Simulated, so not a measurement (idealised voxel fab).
Process module, titled voxel self aligned vias
Cross-sectional view cut (width: 225 nm; square cell size: 5 nm).
In what follows, cross-sections appear as grids of square cells, described through bands that run from the top down, where every band is one or more rows of cells.
It is stipulated that each band's entry specify, in nanometres, the height of the top of the band and then that of its bottom, followed by the materials of the band in left-to-right sequence, each together with its width in nanometres. A single material marked by the word "all across" is understood to fill the band from edge to edge; the word "blank" is understood to denote empty space.
The reference from which all heights are counted is 0, the level beneath which the as-received wafer is entirely one material; the lowest band, having no lower bound, proceeds downward and is written after the example "0 nm and below".
Graded width ("30 to 40"): value in top row of band = first number; value in bottom row = second number; row-to-row change constant.
"remains unaltered" for a step: no cell of the cross-section changed in that step.
Under "Sealed void list" you'll find the enclosed gaps, the ones with no way out to the top, that are 8 cells or bigger; each reads width x height at distance, with distance counted from the left edge, everything in nm.
Post-settings text on a step line: simulator's own remark regarding the step.
For masked steps, "overlay nm" on the step line gives how far right of plan the mask actually lay; a minus sign means it lay to the left.
[This section lists the process steps that were planned]
- 1: RECEIVE,material Si
- 2: CONFORMAL_DEP,material SiO2,thk nm 15
- 3: CONFORMAL_DEP,material SiCN,thk nm 5
- 4: DIRECTIONAL_DEP,material lowk,thk nm 20
- 5: PATTERN,tone open,mask id LINES,material resist,width nm 20,pitch nm 65,thk nm 15,overlay nm 0
- 6: DIRECTIONAL_ETCH,etch materials lowk,depth nm 20
- 7: STRIP,etch materials resist
- 8: CONFORMAL_DEP,material TiN,thk nm 5
- 9: FILL_DEP,material Ru,thk nm 5
- 10: CMP,height nm 40
- 11: SELECTIVE_ETCH,etch materials W Ru TiN,depth nm 5
- 12: FILL_DEP,material SiN,thk nm 10
- 13: CMP,height nm 40
- 14: DIRECTIONAL_DEP,material lowk,thk nm 15
- 15: DIRECTIONAL_DEP,material aC,thk nm 15
- 16: PATTERN,tone open,mask id VIAS,material resist,width nm 40,pitch nm 65,thk nm 35,overlay nm 0
- 17: DIRECTIONAL_ETCH,etch materials aC,depth nm 15
- 18: STRIP,etch materials resist
- 19: DIRECTIONAL_ETCH,etch materials lowk,depth nm 15
- 20: DIRECTIONAL_ETCH,etch materials SiN,depth nm 5
- 21: STRIP,etch materials aC
- 22: CONFORMAL_DEP,material TiN,thk nm 5
- 23: FILL_DEP,material W,thk nm 5
- 24: CMP,height nm 55
- 25: CONFORMAL_DEP,material SiCN,thk nm 5
[First of two wafers: run as planned]
[As received (post step 1): cross-section]
* 0 nm and below = Si all across
* Sealed void list: none
[The following cross-section depicts the wafer upon completion of step 2]
* 15 nm to 0 nm = SiO2 all across
* Lower than 0, everything is as it was.
[The following cross-section depicts the wafer upon completion of step 3]
* 20 nm to 15 nm = SiCN all across
* Lower than 15, everything is as it was.
[The following cross-section depicts the wafer upon completion of step 4]
* 40 nm to 20 nm = lowk all across
* Lower than 20, everything is as it was.
[The following cross-section depicts the wafer upon completion of step 5]
* 55 nm to 40 nm = resist 35; blank 20; resist 45; blank 20; resist 45; blank 20; resist 40
* Lower than 40, everything is as it was.
[The following cross-section depicts the wafer upon completion of step 6]
* 55 nm to 40 nm = resist 35; blank 20; resist 45; blank 20; resist 45; blank 20; resist 40
* 40 nm to 20 nm = lowk 35; blank 20; lowk 45; blank 20; lowk 45; blank 20; lowk 40
* Lower than 20, everything is as it was.
[The following cross-section depicts the wafer upon completion of step 7]
* 40 nm to 20 nm = lowk 35; blank 20; lowk 45; blank 20; lowk 45; blank 20; lowk 40
* Lower than 20, everything is as it was.
[The following cross-section depicts the wafer upon completion of step 8]
* 45 nm to 40 nm = TiN 40; blank 10; TiN 55; blank 10; TiN 55; blank 10; TiN 45
* 40 nm to 25 nm = lowk 35; TiN 5; blank 10; TiN 5; lowk 45; TiN 5; blank 10; TiN 5; lowk 45; TiN 5; blank 10; TiN 5; lowk 40
* 25 nm to 20 nm = lowk 35; TiN 20; lowk 45; TiN 20; lowk 45; TiN 20; lowk 40
* Lower than 20, everything is as it was.
[The following cross-section depicts the wafer upon completion of step 9]
* 50 nm to 45 nm = Ru all across
* 45 nm to 40 nm = TiN 40; Ru 10; TiN 55; Ru 10; TiN 55; Ru 10; TiN 45
* 40 nm to 25 nm = lowk 35; TiN 5; Ru 10; TiN 5; lowk 45; TiN 5; Ru 10; TiN 5; lowk 45; TiN 5; Ru 10; TiN 5; lowk 40
* Lower than 25, everything is as it was.
[The following cross-section depicts the wafer upon completion of step 10]
* 40 nm to 25 nm = lowk 35; TiN 5; Ru 10; TiN 5; lowk 45; TiN 5; Ru 10; TiN 5; lowk 45; TiN 5; Ru 10; TiN 5; lowk 40
* Lower than 25, everything is as it was.
[The following cross-section depicts the wafer upon completion of step 11]
* 40 nm to 35 nm = lowk 35; blank 20; lowk 45; blank 20; lowk 45; blank 20; lowk 40
* Lower than 35, everything is as it was.
[The following cross-section depicts the wafer upon completion of step 12]
* 50 nm to 40 nm = SiN all across
* 40 nm to 35 nm = lowk 35; SiN 20; lowk 45; SiN 20; lowk 45; SiN 20; lowk 40
* Lower than 35, everything is as it was.
[The following cross-section depicts the wafer upon completion of step 13]
* 40 nm to 35 nm = lowk 35; SiN 20; lowk 45; SiN 20; lowk 45; SiN 20; lowk 40
* Lower than 35, everything is as it was.
[The following cross-section depicts the wafer upon completion of step 14]
* 55 nm to 40 nm = lowk all across
* Lower than 40, everything is as it was.
[The following cross-section depicts the wafer upon completion of step 15]
* 70 nm to 55 nm = aC all across
* Lower than 55, everything is as it was.
[The following cross-section depicts the wafer upon completion of step 16]
* 105 nm to 70 nm = resist 25; blank 40; resist 25; blank 40; resist 25; blank 40; resist 30
* Lower than 70, everything is as it was.
[The following cross-section depicts the wafer upon completion of step 17]
* 90 nm to 70 nm = resist 25; blank 40; resist 25; blank 40; resist 25; blank 40; resist 30
* 70 nm to 55 nm = aC 25; blank 40; aC 25; blank 40; aC 25; blank 40; aC 30
* Lower than 55, everything is as it was.
[The following cross-section depicts the wafer upon completion of step 18]
* 70 nm to 55 nm = aC 25; blank 40; aC 25; blank 40; aC 25; blank 40; aC 30
* Lower than 55, everything is as it was.
[The following cross-section depicts the wafer upon completion of step 19]
* 70 nm to 55 nm = aC 25; blank 40; aC 25; blank 40; aC 25; blank 40; aC 30
* 55 nm to 40 nm = lowk 25; blank 40; lowk 25; blank 40; lowk 25; blank 40; lowk 30
* Lower than 40, everything is as it was.
[The following cross-section depicts the wafer upon completion of step 20]
* 70 nm to 55 nm = aC 25; blank 40; aC 25; blank 40; aC 25; blank 40; aC 30
* 55 nm to 40 nm = lowk 25; blank 40; lowk 25; blank 40; lowk 25; blank 40; lowk 30
* 40 nm to 35 nm = lowk 35; blank 20; lowk 45; blank 20; lowk 45; blank 20; lowk 40
* Lower than 35, everything is as it was.
[The following cross-section depicts the wafer upon completion of step 21]
* 55 nm to 40 nm = lowk 25; blank 40; lowk 25; blank 40; lowk 25; blank 40; lowk 30
* Lower than 40, everything is as it was.
[The following cross-section depicts the wafer upon completion of step 22]
* 60 nm to 55 nm = TiN 30; blank 30; TiN 35; blank 30; TiN 35; blank 30; TiN 35
* 55 nm to 45 nm = lowk 25; TiN 5; blank 30; TiN 5; lowk 25; TiN 5; blank 30; TiN 5; lowk 25; TiN 5; blank 30; TiN 5; lowk 30
* 45 nm to 40 nm = lowk 25; TiN 15; blank 10; TiN 15; lowk 25; TiN 15; blank 10; TiN 15; lowk 25; TiN 15; blank 10; TiN 15; lowk 30
* 40 nm to 35 nm = lowk 35; TiN 20; lowk 45; TiN 20; lowk 45; TiN 20; lowk 40
* Lower than 35, everything is as it was.
[The following cross-section depicts the wafer upon completion of step 23]
* 65 nm to 60 nm = W all across
* 60 nm to 55 nm = TiN 30; W 30; TiN 35; W 30; TiN 35; W 30; TiN 35
* 55 nm to 45 nm = lowk 25; TiN 5; W 30; TiN 5; lowk 25; TiN 5; W 30; TiN 5; lowk 25; TiN 5; W 30; TiN 5; lowk 30
* 45 nm to 40 nm = lowk 25; TiN 15; W 10; TiN 15; lowk 25; TiN 15; W 10; TiN 15; lowk 25; TiN 15; W 10; TiN 15; lowk 30
* Lower than 40, everything is as it was.
[The following cross-section depicts the wafer upon completion of step 24]
* 55 nm to 45 nm = lowk 25; TiN 5; W 30; TiN 5; lowk 25; TiN 5; W 30; TiN 5; lowk 25; TiN 5; W 30; TiN 5; lowk 30
* Lower than 45, everything is as it was.
[The following cross-section depicts the wafer upon completion of step 25]
* 60 nm to 55 nm = SiCN all across
* Lower than 55, everything is as it was.
[Second Wafer (Identical Start and Plan, One Processing Error; Matches First Wafer Through Step 2)]
Cross-sectional representation of the second wafer at the time designated in the plan for the completion of step 3: remains unaltered
[Cross-sectional representation of the second wafer at the time designated in the plan for the completion of step 4]
* 35 nm to 15 nm = lowk all across
* Lower than 15, everything is as it was.
[Cross-sectional representation of the second wafer at the time designated in the plan for the completion of step 5]
* 50 nm to 35 nm = resist 35; blank 20; resist 45; blank 20; resist 45; blank 20; resist 40
* Lower than 35, everything is as it was.
[Cross-sectional representation of the second wafer at the time designated in the plan for the completion of step 6]
* 50 nm to 35 nm = resist 35; blank 20; resist 45; blank 20; resist 45; blank 20; resist 40
* 35 nm to 15 nm = lowk 35; blank 20; lowk 45; blank 20; lowk 45; blank 20; lowk 40
* Lower than 15, everything is as it was.
[Cross-sectional representation of the second wafer at the time designated in the plan for the completion of step 7]
* 35 nm to 15 nm = lowk 35; blank 20; lowk 45; blank 20; lowk 45; blank 20; lowk 40
* Lower than 15, everything is as it was.
[Cross-sectional representation of the second wafer at the time designated in the plan for the completion of step 8]
* 40 nm to 35 nm = TiN 40; blank 10; TiN 55; blank 10; TiN 55; blank 10; TiN 45
* 35 nm to 20 nm = lowk 35; TiN 5; blank 10; TiN 5; lowk 45; TiN 5; blank 10; TiN 5; lowk 45; TiN 5; blank 10; TiN 5; lowk 40
* 20 nm to 15 nm = lowk 35; TiN 20; lowk 45; TiN 20; lowk 45; TiN 20; lowk 40
* Lower than 15, everything is as it was.
[Cross-sectional representation of the second wafer at the time designated in the plan for the completion of step 9]
* 45 nm to 40 nm = Ru all across
* 40 nm to 35 nm = TiN 40; Ru 10; TiN 55; Ru 10; TiN 55; Ru 10; TiN 45
* 35 nm to 20 nm = lowk 35; TiN 5; Ru 10; TiN 5; lowk 45; TiN 5; Ru 10; TiN 5; lowk 45; TiN 5; Ru 10; TiN 5; lowk 40
* Lower than 20, everything is as it was.
[Cross-sectional representation of the second wafer at the time designated in the plan for the completion of step 10]
* 40 nm to 35 nm = TiN 40; Ru 10; TiN 55; Ru 10; TiN 55; Ru 10; TiN 45
* Lower than 35, everything is as it was.
[Cross-sectional representation of the second wafer at the time designated in the plan for the completion of step 11]
* 35 nm to 20 nm = lowk 35; TiN 5; Ru 10; TiN 5; lowk 45; TiN 5; Ru 10; TiN 5; lowk 45; TiN 5; Ru 10; TiN 5; lowk 40
* Lower than 20, everything is as it was.
[Cross-sectional representation of the second wafer at the time designated in the plan for the completion of step 12]
* 45 nm to 35 nm = SiN all across
* Lower than 35, everything is as it was.
[Cross-sectional representation of the second wafer at the time designated in the plan for the completion of step 13]
* 40 nm to 35 nm = SiN all across
* Lower than 35, everything is as it was.
[Cross-sectional representation of the second wafer at the time designated in the plan for the completion of step 14]
* 55 nm to 40 nm = lowk all across
* Lower than 40, everything is as it was.
[Cross-sectional representation of the second wafer at the time designated in the plan for the completion of step 15]
* 70 nm to 55 nm = aC all across
* Lower than 55, everything is as it was.
[Cross-sectional representation of the second wafer at the time designated in the plan for the completion of step 16]
* 105 nm to 70 nm = resist 25; blank 40; resist 25; blank 40; resist 25; blank 40; resist 30
* Lower than 70, everything is as it was.
[Cross-sectional representation of the second wafer at the time designated in the plan for the completion of step 17]
* 90 nm to 70 nm = resist 25; blank 40; resist 25; blank 40; resist 25; blank 40; resist 30
* 70 nm to 55 nm = aC 25; blank 40; aC 25; blank 40; aC 25; blank 40; aC 30
* Lower than 55, everything is as it was.
[Cross-sectional representation of the second wafer at the time designated in the plan for the completion of step 18]
* 70 nm to 55 nm = aC 25; blank 40; aC 25; blank 40; aC 25; blank 40; aC 30
* Lower than 55, everything is as it was.
[Cross-sectional representation of the second wafer at the time designated in the plan for the completion of step 19]
* 70 nm to 55 nm = aC 25; blank 40; aC 25; blank 40; aC 25; blank 40; aC 30
* 55 nm to 40 nm = lowk 25; blank 40; lowk 25; blank 40; lowk 25; blank 40; lowk 30
* Lower than 40, everything is as it was.
[Cross-sectional representation of the second wafer at the time designated in the plan for the completion of step 20]
* 70 nm to 55 nm = aC 25; blank 40; aC 25; blank 40; aC 25; blank 40; aC 30
* 55 nm to 40 nm = lowk 25; blank 40; lowk 25; blank 40; lowk 25; blank 40; lowk 30
* 40 nm to 35 nm = SiN 25; blank 40; SiN 25; blank 40; SiN 25; blank 40; SiN 30
* Lower than 35, everything is as it was.
[Cross-sectional representation of the second wafer at the time designated in the plan for the completion of step 21]
* 55 nm to 40 nm = lowk 25; blank 40; lowk 25; blank 40; lowk 25; blank 40; lowk 30
* Lower than 40, everything is as it was.
[Cross-sectional representation of the second wafer at the time designated in the plan for the completion of step 22]
* 60 nm to 55 nm = TiN 30; blank 30; TiN 35; blank 30; TiN 35; blank 30; TiN 35
* 55 nm to 40 nm = lowk 25; TiN 5; blank 30; TiN 5; lowk 25; TiN 5; blank 30; TiN 5; lowk 25; TiN 5; blank 30; TiN 5; lowk 30
* 40 nm to 35 nm = SiN 25; TiN 40; SiN 25; TiN 40; SiN 25; TiN 40; SiN 30
* Lower than 35, everything is as it was.
[Cross-sectional representation of the second wafer at the time designated in the plan for the completion of step 23]
* 65 nm to 60 nm = W all across
* 60 nm to 55 nm = TiN 30; W 30; TiN 35; W 30; TiN 35; W 30; TiN 35
* 55 nm to 40 nm = lowk 25; TiN 5; W 30; TiN 5; lowk 25; TiN 5; W 30; TiN 5; lowk 25; TiN 5; W 30; TiN 5; lowk 30
* Lower than 40, everything is as it was.
[Cross-sectional representation of the second wafer at the time designated in the plan for the completion of step 24]
* 55 nm to 40 nm = lowk 25; TiN 5; W 30; TiN 5; lowk 25; TiN 5; W 30; TiN 5; lowk 25; TiN 5; W 30; TiN 5; lowk 30
* Lower than 40, everything is as it was.
[Cross-sectional representation of the second wafer at the time designated in the plan for the completion of step 25]
* 60 nm to 55 nm = SiCN all across
* Lower than 55, everything is as it was.
It is concluded that the wafer was processed incorrectly with respect to the plan, in that step 3 in the plan did not get run; it was skipped
Final difference in cells, second wafer against first, listed per material as more or fewer: 6 more of Ru | 45 fewer of SiCN | 21 more of SiN | 6 more of TiN | 12 more of W
